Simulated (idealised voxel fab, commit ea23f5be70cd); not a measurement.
process module | voxel self aligned contacts
cross-section cut | 270 nm wide | cells 5 nm
A cross-section is a grid of square cells, given in bands from the top down. A band is one or more rows of cells.
Each band's line starts with the height of the band's top and of its bottom, in nm. Then come its materials from left to right, each with its width in nm. One material with "throughout" fills the band from edge to edge. "air" is empty space.
Height 0 is the level under which the wafer as received is all one material. The lowest band goes on downwards, as in "0 down".
A width such as "30 to 40" changes by the same amount from each row of cells to the next, from the band's top row to its bottom row.
"no change" after a step means that no cell of the cross-section changed.
closed voids: empty space of 8 cells or more with no open way to the top, each as width x height at its distance from the left edge, in nm
after a step's settings: what the simulator itself notes on the step
overlay nm, on a step with a mask: how far to the right of its planned place the mask lay; to the left if negative
plan
1 op RECEIVE | material Si
2 op CONFORMAL_DEP | material SiO2 | thk nm 5
3 op DIRECTIONAL_DEP | material polySi | thk nm 25
4 op DIRECTIONAL_DEP | material SiN | thk nm 25
5 op DIRECTIONAL_DEP | material aC | thk nm 10
6 op PATTERN | tone cover | mask id GATE | material resist | width nm 30 | pitch nm 75 | thk nm 25 | overlay nm 0
7 op DIRECTIONAL_ETCH | etch materials aC | depth nm 10
8 op STRIP | etch materials resist
9 op DIRECTIONAL_ETCH | etch materials SiN | depth nm 25
10 op DIRECTIONAL_ETCH | etch materials polySi | depth nm 25
11 op STRIP | etch materials aC
12 op CONFORMAL_DEP | material SiN | thk nm 10
13 op DIRECTIONAL_ETCH | etch materials SiN | depth nm 10
14 op FILL_DEP | material SiO2 | thk nm 10
15 op CMP | height nm 60
16 op DIRECTIONAL_DEP | material aC | thk nm 10
17 op PATTERN | tone open | mask id CONTACT | material resist | width nm 55 | thk nm 30 | overlay nm 0
18 op DIRECTIONAL_ETCH | etch materials aC | depth nm 10
19 op STRIP | etch materials resist
20 op DIRECTIONAL_ETCH | etch materials SiO2 | depth nm 60
21 op STRIP | etch materials aC
22 op CONFORMAL_DEP | material TiN | thk nm 5
23 op FILL_DEP | material W | thk nm 5
24 op CMP | height nm 60
25 op CONFORMAL_DEP | material SiCN | thk nm 5
first wafer, as planned
as received, after step 1
  0 down: Si throughout
  closed voids: none
after step 2
  5 to 0: SiO2 throughout
  below 0: unchanged
after step 3
  30 to 5: polySi throughout
  below 5: unchanged
after step 4
  55 to 30: SiN throughout
  below 30: unchanged
after step 5
  65 to 55: aC throughout
  below 55: unchanged
after step 6
  90 to 65: air 80 | resist 30 | air 45 | resist 30 | air 85
  below 65: unchanged
after step 7
  80 to 65: air 80 | resist 30 | air 45 | resist 30 | air 85
  65 to 55: air 80 | aC 30 | air 45 | aC 30 | air 85
  below 55: unchanged
after step 8
  65 to 55: air 80 | aC 30 | air 45 | aC 30 | air 85
  below 55: unchanged
after step 9
  65 to 55: air 80 | aC 30 | air 45 | aC 30 | air 85
  55 to 30: air 80 | SiN 30 | air 45 | SiN 30 | air 85
  below 30: unchanged
after step 10
  65 to 55: air 80 | aC 30 | air 45 | aC 30 | air 85
  55 to 30: air 80 | SiN 30 | air 45 | SiN 30 | air 85
  30 to 5: air 80 | polySi 30 | air 45 | polySi 30 | air 85
  below 5: unchanged
after step 11
  55 to 30: air 80 | SiN 30 | air 45 | SiN 30 | air 85
  below 30: unchanged
after step 12
  65 to 30: air 70 | SiN 50 | air 25 | SiN 50 | air 75
  30 to 15: air 70 | SiN 10 | polySi 30 | SiN 10 | air 25 | SiN 10 | polySi 30 | SiN 10 | air 75
  15 to 5: SiN 80 | polySi 30 | SiN 45 | polySi 30 | SiN 85
  below 5: unchanged
after step 13
  55 to 30: air 70 | SiN 50 | air 25 | SiN 50 | air 75
  30 to 5: air 70 | SiN 10 | polySi 30 | SiN 10 | air 25 | SiN 10 | polySi 30 | SiN 10 | air 75
  below 5: unchanged
after step 14
  65 to 55: SiO2 throughout
  55 to 30: SiO2 70 | SiN 50 | SiO2 25 | SiN 50 | SiO2 75
  30 to 5: SiO2 70 | SiN 10 | polySi 30 | SiN 10 | SiO2 25 | SiN 10 | polySi 30 | SiN 10 | SiO2 75
  below 5: unchanged
after step 15
  60 to 55: SiO2 throughout
  below 55: unchanged
after step 16
  70 to 60: aC throughout
  below 60: unchanged
after step 17
  100 to 70: resist 105 | air 55 | resist 110
  below 70: unchanged
after step 18
  90 to 70: resist 105 | air 55 | resist 110
  70 to 60: aC 105 | air 55 | aC 110
  below 60: unchanged
after step 19
  70 to 60: aC 105 | air 55 | aC 110
  below 60: unchanged
after step 20
  70 to 60: aC 105 | air 55 | aC 110
  60 to 55: SiO2 105 | air 55 | SiO2 110
  55 to 30: SiO2 70 | SiN 50 | air 25 | SiN 50 | SiO2 75
  30 to 5: SiO2 70 | SiN 10 | polySi 30 | SiN 10 | air 25 | SiN 10 | polySi 30 | SiN 10 | SiO2 75
  5 to 0: SiO2 120 | air 25 | SiO2 125
  below 0: unchanged
after step 21
  60 to 55: SiO2 105 | air 55 | SiO2 110
  below 55: unchanged
after step 22
  65 to 60: TiN 110 | air 45 | TiN 115
  60 to 55: SiO2 105 | TiN 20 | air 15 | TiN 20 | SiO2 110
  55 to 30: SiO2 70 | SiN 50 | TiN 5 | air 15 | TiN 5 | SiN 50 | SiO2 75
  30 to 5: SiO2 70 | SiN 10 | polySi 30 | SiN 10 | TiN 5 | air 15 | TiN 5 | SiN 10 | polySi 30 | SiN 10 | SiO2 75
  5 to 0: SiO2 120 | TiN 25 | SiO2 125
  below 0: unchanged
after step 23
  70 to 65: W throughout
  65 to 60: TiN 110 | W 45 | TiN 115
  60 to 55: SiO2 105 | TiN 20 | W 15 | TiN 20 | SiO2 110
  55 to 30: SiO2 70 | SiN 50 | TiN 5 | W 15 | TiN 5 | SiN 50 | SiO2 75
  30 to 5: SiO2 70 | SiN 10 | polySi 30 | SiN 10 | TiN 5 | W 15 | TiN 5 | SiN 10 | polySi 30 | SiN 10 | SiO2 75
  below 5: unchanged
after step 24
  60 to 55: SiO2 105 | TiN 20 | W 15 | TiN 20 | SiO2 110
  below 55: unchanged
after step 25
  65 to 60: SiCN throughout
  below 60: unchanged
second wafer: like start, like plan, one mistake. Through step 11 it matches the first wafer
when step 12 should have ended
  45 to 30: air 80 | SiN 30 | air 45 | SiN 30 | air 85
  below 30: unchanged
when step 13 should have ended
  55 to 30: air 70 | SiN 50 | air 25 | SiN 50 | air 75
  30 to 15: air 70 | SiN 10 | polySi 30 | SiN 10 | air 25 | SiN 10 | polySi 30 | SiN 10 | air 75
  15 to 5: SiN 80 | polySi 30 | SiN 45 | polySi 30 | SiN 85
  below 5: unchanged
when step 14 should have ended
  65 to 55: SiO2 throughout
  55 to 30: SiO2 70 | SiN 50 | SiO2 25 | SiN 50 | SiO2 75
  30 to 15: SiO2 70 | SiN 10 | polySi 30 | SiN 10 | SiO2 25 | SiN 10 | polySi 30 | SiN 10 | SiO2 75
  below 15: unchanged
when step 15 should have ended
  60 to 55: SiO2 throughout
  below 55: unchanged
when step 16 should have ended
  70 to 60: aC throughout
  below 60: unchanged
when step 17 should have ended
  100 to 70: resist 105 | air 55 | resist 110
  below 70: unchanged
when step 18 should have ended
  90 to 70: resist 105 | air 55 | resist 110
  70 to 60: aC 105 | air 55 | aC 110
  below 60: unchanged
when step 19 should have ended
  70 to 60: aC 105 | air 55 | aC 110
  below 60: unchanged
when step 20 should have ended
  70 to 60: aC 105 | air 55 | aC 110
  60 to 55: SiO2 105 | air 55 | SiO2 110
  55 to 30: SiO2 70 | SiN 50 | air 25 | SiN 50 | SiO2 75
  30 to 15: SiO2 70 | SiN 10 | polySi 30 | SiN 10 | air 25 | SiN 10 | polySi 30 | SiN 10 | SiO2 75
  below 15: unchanged
when step 21 should have ended
  60 to 55: SiO2 105 | air 55 | SiO2 110
  below 55: unchanged
when step 22 should have ended
  65 to 60: TiN 110 | air 45 | TiN 115
  60 to 55: SiO2 105 | TiN 20 | air 15 | TiN 20 | SiO2 110
  55 to 30: SiO2 70 | SiN 50 | TiN 5 | air 15 | TiN 5 | SiN 50 | SiO2 75
  30 to 20: SiO2 70 | SiN 10 | polySi 30 | SiN 10 | TiN 5 | air 15 | TiN 5 | SiN 10 | polySi 30 | SiN 10 | SiO2 75
  20 to 15: SiO2 70 | SiN 10 | polySi 30 | SiN 10 | TiN 25 | SiN 10 | polySi 30 | SiN 10 | SiO2 75
  below 15: unchanged
when step 23 should have ended
  70 to 65: W throughout
  65 to 60: TiN 110 | W 45 | TiN 115
  60 to 55: SiO2 105 | TiN 20 | W 15 | TiN 20 | SiO2 110
  55 to 30: SiO2 70 | SiN 50 | TiN 5 | W 15 | TiN 5 | SiN 50 | SiO2 75
  30 to 20: SiO2 70 | SiN 10 | polySi 30 | SiN 10 | TiN 5 | W 15 | TiN 5 | SiN 10 | polySi 30 | SiN 10 | SiO2 75
  below 20: unchanged
when step 24 should have ended
  60 to 55: SiO2 105 | TiN 20 | W 15 | TiN 20 | SiO2 110
  below 55: unchanged
when step 25 should have ended
  65 to 60: SiCN throughout
  below 60: unchanged
what went wrong: steps 12 and 13 were swapped
at the end the second wafer has, in cells: 68 more of SiN | 53 fewer of SiO2 | 6 fewer of TiN | 9 fewer of W
